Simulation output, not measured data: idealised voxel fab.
You're looking at the process module voxel transistor to metal.
Section cut is 185 nm wide and gridded with 5 nm square cells.
When this document writes out a cross-section, it uses a grid of square cells and lists it as bands, beginning at the top and moving down, with a band standing for one or more rows of cells. Each band's line starts with the height of the band's top and of its bottom, in nm. Then come its materials from left to right, each with its width in nm. One material with "everywhere" fills the band from edge to edge. "air" is empty space. Heads up on the height convention: 0 is the point under which the incoming wafer is all one material, and the lowest band has no bottom, it just keeps going down, like "0 down". Width "30..40": first value at the band's top row of cells, second value at its bottom row, equal change from row to row. Step note "nothing different" = no cross-section cell changed. Closed-off voids: empty space of 8 cells or more with no open way to the top, each as width x height at its distance from the left edge, in nm. On each step's line, the part that comes after the settings is the simulator's own comment on the step. "overlay nm" answers the question of how far to the right of plan the mask lay on a step that has a mask, and when it is negative the answer is to the left.

PROCESS STEPS - PLAN
| 1 | RECEIVE: material Si |
| 2 | OXIDIZE: depth nm 5 |
| 3 | CONFORMAL_DEP: material SiN, thk nm 10 |
| 4 | PATTERN: tone cover, mask id ACTIVE, material resist, width nm 120, thk nm 15, overlay nm 0 |
| 5 | DIRECTIONAL_ETCH: etch materials SiN, depth nm 10 |
| 6 | DIRECTIONAL_ETCH: etch materials SiO2, depth nm 5 |
| 7 | DIRECTIONAL_ETCH: etch materials Si, depth nm 25 |
| 8 | STRIP: etch materials resist |
| 9 | OXIDIZE: depth nm 5 |
| 10 | FILL_DEP: material SiO2, thk nm 15 |
| 11 | CMP: height nm 10 |
| 12 | SELECTIVE_ETCH: etch materials SiO2, depth nm 10 |
| 13 | STRIP: etch materials SiN |
| 14 | SELECTIVE_ETCH: etch materials SiO2, depth nm 5 |
| 15 | OXIDIZE: depth nm 5 |
| 16 | DIRECTIONAL_DEP: material polySi, thk nm 25 |
| 17 | DIRECTIONAL_DEP: material SiCN, thk nm 15 |
| 18 | PATTERN: tone cover, mask id GATE, material resist, width nm 30, thk nm 15, overlay nm 0 |
| 19 | DIRECTIONAL_ETCH: etch materials SiCN, depth nm 25 |
| 20 | DIRECTIONAL_ETCH: etch materials polySi, depth nm 35 |
| 21 | STRIP: etch materials resist |
| 22 | CONFORMAL_DEP: material SiO2, thk nm 5 |
| 23 | DIRECTIONAL_ETCH: etch materials SiO2, depth nm 5 |
| 24 | CONFORMAL_DEP: material SiN, thk nm 5 |
| 25 | DIRECTIONAL_ETCH: etch materials SiN, depth nm 5 |
| 26 | DIRECTIONAL_ETCH: etch materials SiO2, depth nm 5 |
| 27 | DIRECTIONAL_ETCH: etch materials Si, depth nm 5 |
| 28 | EPI: material nSi, thk nm 10 |
| 29 | FILL_DEP: material SiO2, thk nm 10 |
| 30 | CMP: height nm 20 |
| 31 | STRIP: etch materials polySi |
| 32 | SELECTIVE_ETCH: etch materials SiO2, depth nm 5 |
| 33 | CONFORMAL_DEP: material HfO2, thk nm 5 |
| 34 | CONFORMAL_DEP: material TiN, thk nm 5 |
| 35 | FILL_DEP: material W, thk nm 5 |
| 36 | CMP: height nm 15 |
| 37 | DIRECTIONAL_DEP: material SiO2, thk nm 10 |
| 38 | DIRECTIONAL_DEP: material aC, thk nm 15 |
| 39 | PATTERN: tone open, mask id CONTACT, material resist, width nm 20, pitch nm 90, thk nm 30, overlay nm 0 |
| 40 | DIRECTIONAL_ETCH: etch materials aC, depth nm 15 |
| 41 | STRIP: etch materials resist |
| 42 | DIRECTIONAL_ETCH: etch materials SiO2, depth nm 30 |
| 43 | STRIP: etch materials aC |
| 44 | CONFORMAL_DEP: material TiN, thk nm 5 |
| 45 | FILL_DEP: material Ru, thk nm 10 |
| 46 | CMP: height nm 25 |
| 47 | CONFORMAL_DEP: material SiN, thk nm 5 |
| 48 | DIRECTIONAL_DEP: material lowk, thk nm 20 |
| 49 | MASKED_ETCH: tone open, mask id METAL_1, width nm 20, pitch nm 90, etch materials lowk, depth nm 20, overlay nm 0 |
| 50 | MASKED_ETCH: tone open, mask id METAL_1, width nm 20, pitch nm 90, etch materials SiN, depth nm 5, overlay nm 0 |
| 51 | CONFORMAL_DEP: material TiN, thk nm 5 |
| 52 | FILL_DEP: material W, thk nm 10 |
| 53 | CMP: height nm 50 |
| 54 | EPI: material Ru, thk nm 5 |
| 55 | FILL_DEP: material SiCN, thk nm 5 |
| 56 | DIRECTIONAL_DEP: material lowk, thk nm 30 |
| 57 | PATTERN: tone open, mask id METAL_2_HOLES, material resist, width nm 15, pitch nm 90, thk nm 20, overlay nm 0 |
| 58 | DIRECTIONAL_ETCH: etch materials lowk, depth nm 30 |
| 59 | STRIP: etch materials resist |
| 60 | PATTERN: tone open, mask id METAL_2, material resist, width nm 20, pitch nm 90, thk nm 15, overlay nm 0 |
| 61 | DIRECTIONAL_ETCH: etch materials lowk, depth nm 20 |
| 62 | DIRECTIONAL_ETCH: etch materials SiCN, depth nm 5 |
| 63 | STRIP: etch materials resist |
| 64 | CONFORMAL_DEP: material TiN, thk nm 5 |
| 65 | FILL_DEP: material Cu, thk nm 10 |
| 66 | CMP: height nm 90 |
| 67 | CONFORMAL_DEP: material SiN, thk nm 5 |

DELIVERED WAFER IN CROSS-SECTION: STATE AFTER STEP 1
> 0 down | Si everywhere
> Closed-off voids: none

WHAT THE WAFER LOOKS LIKE IN CROSS-SECTION AFTER THIS MODULE, WHEN IT STARTS AS SHOWN ABOVE AND FOLLOWS THE PLAN ABOVE BUT ONE MISTAKE IS MADE IN RUNNING IT
> 95 to 90 | SiN everywhere
> 90 to 75 | lowk=35  TiN=5  Cu=10  TiN=5  lowk=70  TiN=5  Cu=10  TiN=5  lowk=40
> 75 to 70 | lowk=35  TiN=5  Cu=5  TiN=10  lowk=70  TiN=5  Cu=5  TiN=10  lowk=40
> 70 to 60 | lowk=35  TiN=5  Cu=5  TiN=5  lowk=75  TiN=5  Cu=5  TiN=5  lowk=45
> 60 to 55 | SiCN=35  TiN=15  SiCN=75  TiN=15  SiCN=45
> 55 to 50 | SiCN=30  Ru=30  SiCN=60  Ru=30  SiCN=35
> 50 to 30 | lowk=35  TiN=5  W=10  TiN=5  lowk=70  TiN=5  W=10  TiN=5  lowk=40
> 30 to 25 | SiN=35  TiN=20  SiN=70  TiN=20  SiN=40
> 25 to 20 | SiO2=35  TiN=5  Ru=10  TiN=5  SiO2=70  TiN=5  Ru=10  TiN=5  SiO2=40
> 20 to 15 | SiO2=35  TiN=20  SiO2=70  TiN=20  SiO2=40
> 15 to 0 | W=70  TiN=5  HfO2=5  SiN=5  SiO2=10  SiN=5  HfO2=5  TiN=5  W=75
> 0 to -5 | TiN=75  HfO2=5  SiN=5  nSi=10  SiN=5  HfO2=5  TiN=80
> -5 to -10 | HfO2=80  SiO2=5  nSi=10  SiO2=5  HfO2=85
> -10 to -15 | SiO2=35  Si=50  nSi=10  Si=50  SiO2=40
> -15 to -35 | SiO2=35  Si=110  SiO2=40
> -35 down | Si everywhere
> Closed-off voids: none
What was the processing mistake? heads up, step 18 didn't go per plan, it actually ran as PATTERN: tone open, mask id GATE, material resist, width nm 30, thk nm 15, overlay nm 0
